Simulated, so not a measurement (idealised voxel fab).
process module | voxel wiring stack
cross-section cut | 200 nm wide | cells 5 nm
A cross-section is a grid of square cells, given in bands from the top down. A band is one or more rows of cells.
Each band's line starts with the height of the band's top and of its bottom, in nm. Then come its materials from left to right, each with its width in nm. One material with "throughout" fills the band from edge to edge. "air" is empty space.
Height 0 is the level under which the wafer as received is all one material. The lowest band goes on downwards, as in "0 down".
A width such as "30 to 40" changes by the same amount from each row of cells to the next, from the band's top row to its bottom row.
"no change" after a step means that no cell of the cross-section changed.
closed voids: empty space of 8 cells or more with no open way to the top, each as width x height at its distance from the left edge, in nm
after a step's settings: what the simulator itself notes on the step
overlay nm, on a step with a mask: how far to the right of its planned place the mask lay; to the left if negative
plan
1 op RECEIVE | material Si
2 op CONFORMAL_DEP | material SiO2 | thk nm 15
3 op DIRECTIONAL_DEP | material TiN | thk nm 5
4 op DIRECTIONAL_DEP | material Ru | thk nm 20
5 op MASKED_ETCH | tone cover | mask id METAL_1 | width nm 30 | pitch nm 60 | etch materials Ru | depth nm 20 | overlay nm -15
6 op MASKED_ETCH | tone cover | mask id METAL_1 | width nm 30 | pitch nm 60 | etch materials TiN | depth nm 5 | overlay nm 0
7 op CONFORMAL_DEP | material SiCN | thk nm 5
8 op FILL_DEP | material SiO2 | thk nm 5
9 op CMP | height nm 40
10 op CONFORMAL_DEP | material SiCN | thk nm 5
11 op DIRECTIONAL_DEP | material lowk | thk nm 30
12 op PATTERN | tone open | mask id METAL_2_HOLES | material resist | width nm 15 | pitch nm 60 | thk nm 20 | overlay nm 0
13 op DIRECTIONAL_ETCH | etch materials lowk | depth nm 30
14 op STRIP | etch materials resist
15 op MASKED_ETCH | tone open | mask id METAL_2 | width nm 30 | pitch nm 60 | etch materials lowk | depth nm 20 | overlay nm 0
16 op MASKED_ETCH | tone open | mask id METAL_2 | width nm 30 | pitch nm 60 | etch materials SiCN | depth nm 5 | overlay nm 0
17 op CONFORMAL_DEP | material TiN | thk nm 5
18 op FILL_DEP | material Cu | thk nm 10
19 op CMP | height nm 75
20 op CONFORMAL_DEP | material SiCN | thk nm 5
21 op DIRECTIONAL_DEP | material lowk | thk nm 35
22 op MASKED_ETCH | tone open | mask id METAL_3 | width nm 30 | pitch nm 60 | etch materials lowk | depth nm 20 | overlay nm 0
23 op MASKED_ETCH | tone open | mask id METAL_3_HOLES | width nm 15 | etch materials lowk | depth nm 15 | overlay nm 0
24 op MASKED_ETCH | tone open | mask id METAL_3_HOLES | width nm 15 | etch materials SiCN | depth nm 5 | overlay nm 0
25 op CONFORMAL_DEP | material TiN | thk nm 5
26 op FILL_DEP | material Ru | thk nm 10
27 op CMP | height nm 115
28 op CONFORMAL_DEP | material SiCN | thk nm 5
varied across the wafers: overlay nm of step 5. The plan shows the first wafer's value. All wafers start alike
first wafer as received, after step 1
  0 down: Si throughout
  closed voids: none
each wafer at the end: cells of each material gained (+) or lost (-) since it was received, then its closed voids
overlay nm -15 | +30 Cu | +76 Ru | +155 SiCN | +210 SiO2 | +86 TiN | +403 lowk | closed voids: none
overlay nm -10 | +30 Cu | +76 Ru | +155 SiCN | +212 SiO2 | +84 TiN | +403 lowk | closed voids: none
overlay nm -5 | +30 Cu | +76 Ru | +155 SiCN | +214 SiO2 | +82 TiN | +403 lowk | closed voids: none
overlay nm 0 | +30 Cu | +76 Ru | +155 SiCN | +216 SiO2 | +80 TiN | +403 lowk | closed voids: none
overlay nm 5 | +30 Cu | +76 Ru | +155 SiCN | +214 SiO2 | +82 TiN | +403 lowk | closed voids: none
overlay nm 10 | +30 Cu | +76 Ru | +155 SiCN | +212 SiO2 | +84 TiN | +403 lowk | closed voids: none
overlay nm 15 | +30 Cu | +76 Ru | +155 SiCN | +210 SiO2 | +86 TiN | +403 lowk | closed voids: none
